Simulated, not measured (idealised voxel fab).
process module | voxel released beams
cross-section cut | 195 nm wide | cells 5 nm
A cross-section is a grid of square cells, given in bands from the top down. A band is one or more rows of cells.
Each band's line starts with the height of the band's top and of its bottom, in nm. Then come its materials from left to right, each with its width in nm. One material with "throughout" fills the band from edge to edge. "air" is empty space.
Height 0 is the level under which the wafer as received is all one material. The lowest band goes on downwards, as in "0 down".
A width such as "30 to 40" changes by the same amount from each row of cells to the next, from the band's top row to its bottom row.
"no change" after a step means that no cell of the cross-section changed.
closed voids: empty space of 8 cells or more with no open way to the top, each as width x height at its distance from the left edge, in nm
after a step's settings: what the simulator itself notes on the step
overlay nm, on a step with a mask: how far to the right of its planned place the mask lay; to the left if negative
plan
1 op RECEIVE | material Si
2 op CONFORMAL_DEP | material Al2O3 | thk nm 10
3 op DIRECTIONAL_DEP | material SiO2 | thk nm 15
4 op DIRECTIONAL_DEP | material aC | thk nm 10
5 op PATTERN | tone open | mask id ANCHOR | material resist | width nm 40 | thk nm 30 | overlay nm 0
6 op DIRECTIONAL_ETCH | etch materials aC | depth nm 10
7 op STRIP | etch materials resist
8 op DIRECTIONAL_ETCH | etch materials SiO2 | depth nm 15
9 op STRIP | etch materials aC
10 op CONFORMAL_DEP | material SiN | thk nm 15
11 op MASKED_ETCH | tone cover | mask id BEAM | width nm 85 | etch materials SiN | depth nm 15 | overlay nm 0
12 op STRIP | etch materials SiO2
first wafer, as planned
as received, after step 1
  0 down: Si throughout
  closed voids: none
after step 2
  10 to 0: Al2O3 throughout
  below 0: unchanged
after step 3
  25 to 10: SiO2 throughout
  below 10: unchanged
after step 4
  35 to 25: aC throughout
  below 25: unchanged
after step 5
  65 to 35: resist 55 | air 40 | resist 100
  below 35: unchanged
after step 6
  55 to 35: resist 55 | air 40 | resist 100
  35 to 25: aC 55 | air 40 | aC 100
  below 25: unchanged
after step 7
  35 to 25: aC 55 | air 40 | aC 100
  below 25: unchanged
after step 8
  35 to 25: aC 55 | air 40 | aC 100
  25 to 10: SiO2 55 | air 40 | SiO2 100
  below 10: unchanged
after step 9
  25 to 10: SiO2 55 | air 40 | SiO2 100
  below 10: unchanged
after step 10
  40 to 25: SiN 70 | air 10 | SiN 115
  25 to 10: SiO2 55 | SiN 40 | SiO2 100
  below 10: unchanged
after step 11
  40 to 25: air 50 | SiN 20 | air 10 | SiN 55 | air 60
  below 25: unchanged
after step 12
  40 to 25: air 50 | SiN 20 | air 10 | SiN 55 | air 60
  25 to 10: air 55 | SiN 40 | air 100
  below 10: unchanged
second wafer: like start, like plan, one mistake. Through step 10 it matches the first wafer
when step 11 should have ended
  40 to 25: air 45 | SiN 25 | air 10 | SiN 60 | air 55
  below 25: unchanged
when step 12 should have ended
  40 to 25: air 45 | SiN 25 | air 10 | SiN 60 | air 55
  25 to 10: air 55 | SiN 40 | air 100
  below 10: unchanged
what went wrong: step 11 ran as: op MASKED_ETCH | tone cover | mask id BEAM | width nm 95 | etch materials SiN | depth nm 15 | overlay nm 0
at the end the second wafer has, in cells: 6 more of SiN
